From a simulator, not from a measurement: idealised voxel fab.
Documented hereafter: the process module known as voxel self aligned vias.
FYI the section here is cut, 215 nm wide, cells are 5 nm squares.
Cross-section format: a grid of square cells, given as bands from top to bottom; each band is one or more rows of cells. Each band's line starts with the height of the band's top and of its bottom, in nm. Then come its materials from left to right, each with its width in nm. One material with "all across" fills the band from edge to edge. "blank" is empty space. Heights are measured from 0, the level below which the as-received wafer is all one material; the lowest band has no bottom and continues downward, written as in "top 0, no bottom". The expression "30 to 40" gives the width at the extremes of the band, the first number at its top row of cells and the second at its bottom row, with the width changing by equal amounts from each row to the next in between. Key: "identical to before" - step with no changed cell in the cross-section. "Internal closed voids" - sealed voids, min. 8 cells, no opening to top; format: width x height at distance (distance from left edge; nm throughout). Post-settings text on a step line: simulator's own remark regarding the step. The optional step-line setting "overlay nm" applies to steps with a mask and quantifies how far to the right of its planned location the mask lay, a negative value indicating leftward placement.

Set out below are the planned steps of the process:
1 RECEIVE with material Si
2 CONFORMAL_DEP with material SiO2, thk nm 10
3 CONFORMAL_DEP with material SiCN, thk nm 5
4 DIRECTIONAL_DEP with material lowk, thk nm 25
5 PATTERN with tone open, mask id LINES, material resist, width nm 25, pitch nm 55, thk nm 20, overlay nm 0
6 DIRECTIONAL_ETCH with etch materials lowk, depth nm 25
7 STRIP with etch materials resist
8 CONFORMAL_DEP with material TiN, thk nm 5
9 FILL_DEP with material W, thk nm 10
10 CMP with height nm 40
11 SELECTIVE_ETCH with etch materials W Ru TiN, depth nm 5
12 FILL_DEP with material SiN, thk nm 5
13 CMP with height nm 40
14 DIRECTIONAL_DEP with material lowk, thk nm 20
15 MASKED_ETCH with tone open, mask id VIAS, width nm 35, pitch nm 110, etch materials lowk, depth nm 20, overlay nm 0
16 MASKED_ETCH with tone open, mask id VIAS, width nm 35, pitch nm 110, etch materials SiN, depth nm 5, overlay nm 0
17 CONFORMAL_DEP with material TiN, thk nm 5
18 FILL_DEP with material W, thk nm 10
19 CMP with height nm 60
20 CONFORMAL_DEP with material SiN, thk nm 5

So, the first of our two wafers, run just as we planned it:

Wafer cross-section on receipt, i.e. after step 1:
> top 0, no bottom = Si all across
> Internal closed voids: none

Presented here is a cross-section of the wafer after step 2 has been performed:
> top 10, bottom 0 = SiO2 all across
> No changes below 0.

Presented here is a cross-section of the wafer after step 3 has been performed:
> top 15, bottom 10 = SiCN all across
> No changes below 10.

Presented here is a cross-section of the wafer after step 4 has been performed:
> top 40, bottom 15 = lowk all across
> No changes below 15.

Presented here is a cross-section of the wafer after step 5 has been performed:
> top 60, bottom 40 = 40 of resist, then 25 of blank, then 30 of resist, then 25 of blank, then 30 of resist, then 25 of blank, then 40 of resist
> No changes below 40.

Presented here is a cross-section of the wafer after step 6 has been performed:
> top 60, bottom 40 = 40 of resist, then 25 of blank, then 30 of resist, then 25 of blank, then 30 of resist, then 25 of blank, then 40 of resist
> top 40, bottom 15 = 40 of lowk, then 25 of blank, then 30 of lowk, then 25 of blank, then 30 of lowk, then 25 of blank, then 40 of lowk
> No changes below 15.

Presented here is a cross-section of the wafer after step 7 has been performed:
> top 40, bottom 15 = 40 of lowk, then 25 of blank, then 30 of lowk, then 25 of blank, then 30 of lowk, then 25 of blank, then 40 of lowk
> No changes below 15.

Presented here is a cross-section of the wafer after step 8 has been performed:
> top 45, bottom 40 = 45 of TiN, then 15 of blank, then 40 of TiN, then 15 of blank, then 40 of TiN, then 15 of blank, then 45 of TiN
> top 40, bottom 20 = 40 of lowk, then 5 of TiN, then 15 of blank, then 5 of TiN, then 30 of lowk, then 5 of TiN, then 15 of blank, then 5 of TiN, then 30 of lowk, then 5 of TiN, then 15 of blank, then 5 of TiN, then 40 of lowk
> top 20, bottom 15 = 40 of lowk, then 25 of TiN, then 30 of lowk, then 25 of TiN, then 30 of lowk, then 25 of TiN, then 40 of lowk
> No changes below 15.

Presented here is a cross-section of the wafer after step 9 has been performed:
> top 55, bottom 45 = W all across
> top 45, bottom 40 = 45 of TiN, then 15 of W, then 40 of TiN, then 15 of W, then 40 of TiN, then 15 of W, then 45 of TiN
> top 40, bottom 20 = 40 of lowk, then 5 of TiN, then 15 of W, then 5 of TiN, then 30 of lowk, then 5 of TiN, then 15 of W, then 5 of TiN, then 30 of lowk, then 5 of TiN, then 15 of W, then 5 of TiN, then 40 of lowk
> No changes below 20.

Presented here is a cross-section of the wafer after step 10 has been performed:
> top 40, bottom 20 = 40 of lowk, then 5 of TiN, then 15 of W, then 5 of TiN, then 30 of lowk, then 5 of TiN, then 15 of W, then 5 of TiN, then 30 of lowk, then 5 of TiN, then 15 of W, then 5 of TiN, then 40 of lowk
> No changes below 20.

Presented here is a cross-section of the wafer after step 11 has been performed:
> top 40, bottom 35 = 40 of lowk, then 25 of blank, then 30 of lowk, then 25 of blank, then 30 of lowk, then 25 of blank, then 40 of lowk
> No changes below 35.

Presented here is a cross-section of the wafer after step 12 has been performed:
> top 45, bottom 40 = SiN all across
> top 40, bottom 35 = 40 of lowk, then 25 of SiN, then 30 of lowk, then 25 of SiN, then 30 of lowk, then 25 of SiN, then 40 of lowk
> No changes below 35.

Presented here is a cross-section of the wafer after step 13 has been performed:
> top 40, bottom 35 = 40 of lowk, then 25 of SiN, then 30 of lowk, then 25 of SiN, then 30 of lowk, then 25 of SiN, then 40 of lowk
> No changes below 35.

Presented here is a cross-section of the wafer after step 14 has been performed:
> top 60, bottom 40 = lowk all across
> No changes below 40.

Presented here is a cross-section of the wafer after step 15 has been performed:
> top 60, bottom 40 = 35 of lowk, then 35 of blank, then 75 of lowk, then 35 of blank, then 35 of lowk
> No changes below 40.

Presented here is a cross-section of the wafer after step 16 has been performed:
> top 60, bottom 40 = 35 of lowk, then 35 of blank, then 75 of lowk, then 35 of blank, then 35 of lowk
> top 40, bottom 35 = 40 of lowk, then 25 of blank, then 30 of lowk, then 25 of SiN, then 30 of lowk, then 25 of blank, then 40 of lowk
> No changes below 35.

Presented here is a cross-section of the wafer after step 17 has been performed:
> top 65, bottom 60 = 40 of TiN, then 25 of blank, then 85 of TiN, then 25 of blank, then 40 of TiN
> top 60, bottom 45 = 35 of lowk, then 5 of TiN, then 25 of blank, then 5 of TiN, then 75 of lowk, then 5 of TiN, then 25 of blank, then 5 of TiN, then 35 of lowk
> top 45, bottom 40 = 35 of lowk, then 10 of TiN, then 15 of blank, then 10 of TiN, then 75 of lowk, then 10 of TiN, then 15 of blank, then 10 of TiN, then 35 of lowk
> top 40, bottom 35 = 40 of lowk, then 25 of TiN, then 30 of lowk, then 25 of SiN, then 30 of lowk, then 25 of TiN, then 40 of lowk
> No changes below 35.

Presented here is a cross-section of the wafer after step 18 has been performed:
> top 75, bottom 65 = W all across
> top 65, bottom 60 = 40 of TiN, then 25 of W, then 85 of TiN, then 25 of W, then 40 of TiN
> top 60, bottom 45 = 35 of lowk, then 5 of TiN, then 25 of W, then 5 of TiN, then 75 of lowk, then 5 of TiN, then 25 of W, then 5 of TiN, then 35 of lowk
> top 45, bottom 40 = 35 of lowk, then 10 of TiN, then 15 of W, then 10 of TiN, then 75 of lowk, then 10 of TiN, then 15 of W, then 10 of TiN, then 35 of lowk
> No changes below 40.

Presented here is a cross-section of the wafer after step 19 has been performed:
> top 60, bottom 45 = 35 of lowk, then 5 of TiN, then 25 of W, then 5 of TiN, then 75 of lowk, then 5 of TiN, then 25 of W, then 5 of TiN, then 35 of lowk
> No changes below 45.

Presented here is a cross-section of the wafer after step 20 has been performed:
> top 65, bottom 60 = SiN all across
> No changes below 60.

Regarding the second of the two wafers: it shared the first wafer's starting condition and process plan, yet one error occurred during its execution. Its history coincides with that of the first wafer up to and including step 4:

Cross-section of the second wafer corresponding to the planned conclusion of step 5:
> top 60, bottom 40 = 35 of resist, then 25 of blank, then 30 of resist, then 25 of blank, then 30 of resist, then 25 of blank, then 45 of resist
> No changes below 40.

Cross-section of the second wafer corresponding to the planned conclusion of step 6:
> top 60, bottom 40 = 35 of resist, then 25 of blank, then 30 of resist, then 25 of blank, then 30 of resist, then 25 of blank, then 45 of resist
> top 40, bottom 15 = 35 of lowk, then 25 of blank, then 30 of lowk, then 25 of blank, then 30 of lowk, then 25 of blank, then 45 of lowk
> No changes below 15.

Cross-section of the second wafer corresponding to the planned conclusion of step 7:
> top 40, bottom 15 = 35 of lowk, then 25 of blank, then 30 of lowk, then 25 of blank, then 30 of lowk, then 25 of blank, then 45 of lowk
> No changes below 15.

Cross-section of the second wafer corresponding to the planned conclusion of step 8:
> top 45, bottom 40 = 40 of TiN, then 15 of blank, then 40 of TiN, then 15 of blank, then 40 of TiN, then 15 of blank, then 50 of TiN
> top 40, bottom 20 = 35 of lowk, then 5 of TiN, then 15 of blank, then 5 of TiN, then 30 of lowk, then 5 of TiN, then 15 of blank, then 5 of TiN, then 30 of lowk, then 5 of TiN, then 15 of blank, then 5 of TiN, then 45 of lowk
> top 20, bottom 15 = 35 of lowk, then 25 of TiN, then 30 of lowk, then 25 of TiN, then 30 of lowk, then 25 of TiN, then 45 of lowk
> No changes below 15.

Cross-section of the second wafer corresponding to the planned conclusion of step 9:
> top 55, bottom 45 = W all across
> top 45, bottom 40 = 40 of TiN, then 15 of W, then 40 of TiN, then 15 of W, then 40 of TiN, then 15 of W, then 50 of TiN
> top 40, bottom 20 = 35 of lowk, then 5 of TiN, then 15 of W, then 5 of TiN, then 30 of lowk, then 5 of TiN, then 15 of W, then 5 of TiN, then 30 of lowk, then 5 of TiN, then 15 of W, then 5 of TiN, then 45 of lowk
> No changes below 20.

Cross-section of the second wafer corresponding to the planned conclusion of step 10:
> top 40, bottom 20 = 35 of lowk, then 5 of TiN, then 15 of W, then 5 of TiN, then 30 of lowk, then 5 of TiN, then 15 of W, then 5 of TiN, then 30 of lowk, then 5 of TiN, then 15 of W, then 5 of TiN, then 45 of lowk
> No changes below 20.

Cross-section of the second wafer corresponding to the planned conclusion of step 11:
> top 40, bottom 35 = 35 of lowk, then 25 of blank, then 30 of lowk, then 25 of blank, then 30 of lowk, then 25 of blank, then 45 of lowk
> No changes below 35.

Cross-section of the second wafer corresponding to the planned conclusion of step 12:
> top 45, bottom 40 = SiN all across
> top 40, bottom 35 = 35 of lowk, then 25 of SiN, then 30 of lowk, then 25 of SiN, then 30 of lowk, then 25 of SiN, then 45 of lowk
> No changes below 35.

Cross-section of the second wafer corresponding to the planned conclusion of step 13:
> top 40, bottom 35 = 35 of lowk, then 25 of SiN, then 30 of lowk, then 25 of SiN, then 30 of lowk, then 25 of SiN, then 45 of lowk
> No changes below 35.

Cross-section of the second wafer corresponding to the planned conclusion of step 14:
> top 60, bottom 40 = lowk all across
> No changes below 40.

Cross-section of the second wafer corresponding to the planned conclusion of step 15:
> top 60, bottom 40 = 35 of lowk, then 35 of blank, then 75 of lowk, then 35 of blank, then 35 of lowk
> No changes below 40.

Cross-section of the second wafer corresponding to the planned conclusion of step 16:
> top 60, bottom 40 = 35 of lowk, then 35 of blank, then 75 of lowk, then 35 of blank, then 35 of lowk
> top 40, bottom 35 = 35 of lowk, then 25 of blank, then 30 of lowk, then 25 of SiN, then 30 of lowk, then 25 of blank, then 45 of lowk
> No changes below 35.

Cross-section of the second wafer corresponding to the planned conclusion of step 17:
> top 65, bottom 60 = 40 of TiN, then 25 of blank, then 85 of TiN, then 25 of blank, then 40 of TiN
> top 60, bottom 45 = 35 of lowk, then 5 of TiN, then 25 of blank, then 5 of TiN, then 75 of lowk, then 5 of TiN, then 25 of blank, then 5 of TiN, then 35 of lowk
> top 45, bottom 40 = 35 of lowk, then 5 of TiN, then 15 of blank, then 15 of TiN, then 75 of lowk, then 5 of TiN, then 15 of blank, then 15 of TiN, then 35 of lowk
> top 40, bottom 35 = 35 of lowk, then 25 of TiN, then 30 of lowk, then 25 of SiN, then 30 of lowk, then 25 of TiN, then 45 of lowk
> No changes below 35.

Cross-section of the second wafer corresponding to the planned conclusion of step 18:
> top 75, bottom 65 = W all across
> top 65, bottom 60 = 40 of TiN, then 25 of W, then 85 of TiN, then 25 of W, then 40 of TiN
> top 60, bottom 45 = 35 of lowk, then 5 of TiN, then 25 of W, then 5 of TiN, then 75 of lowk, then 5 of TiN, then 25 of W, then 5 of TiN, then 35 of lowk
> top 45, bottom 40 = 35 of lowk, then 5 of TiN, then 15 of W, then 15 of TiN, then 75 of lowk, then 5 of TiN, then 15 of W, then 15 of TiN, then 35 of lowk
> No changes below 40.

Cross-section of the second wafer corresponding to the planned conclusion of step 19:
> top 60, bottom 45 = 35 of lowk, then 5 of TiN, then 25 of W, then 5 of TiN, then 75 of lowk, then 5 of TiN, then 25 of W, then 5 of TiN, then 35 of lowk
> No changes below 45.

Cross-section of the second wafer corresponding to the planned conclusion of step 20:
> top 65, bottom 60 = SiN all across
> No changes below 60.
Misprocessing identified: not per plan at step 5, really ran PATTERN with tone open, mask id LINES, material resist, width nm 25, pitch nm 55, thk nm 20, overlay nm -5
In the final comparison it is observed that the number of cells assigned to each material is identical for the two wafers, whereas their placement is not.
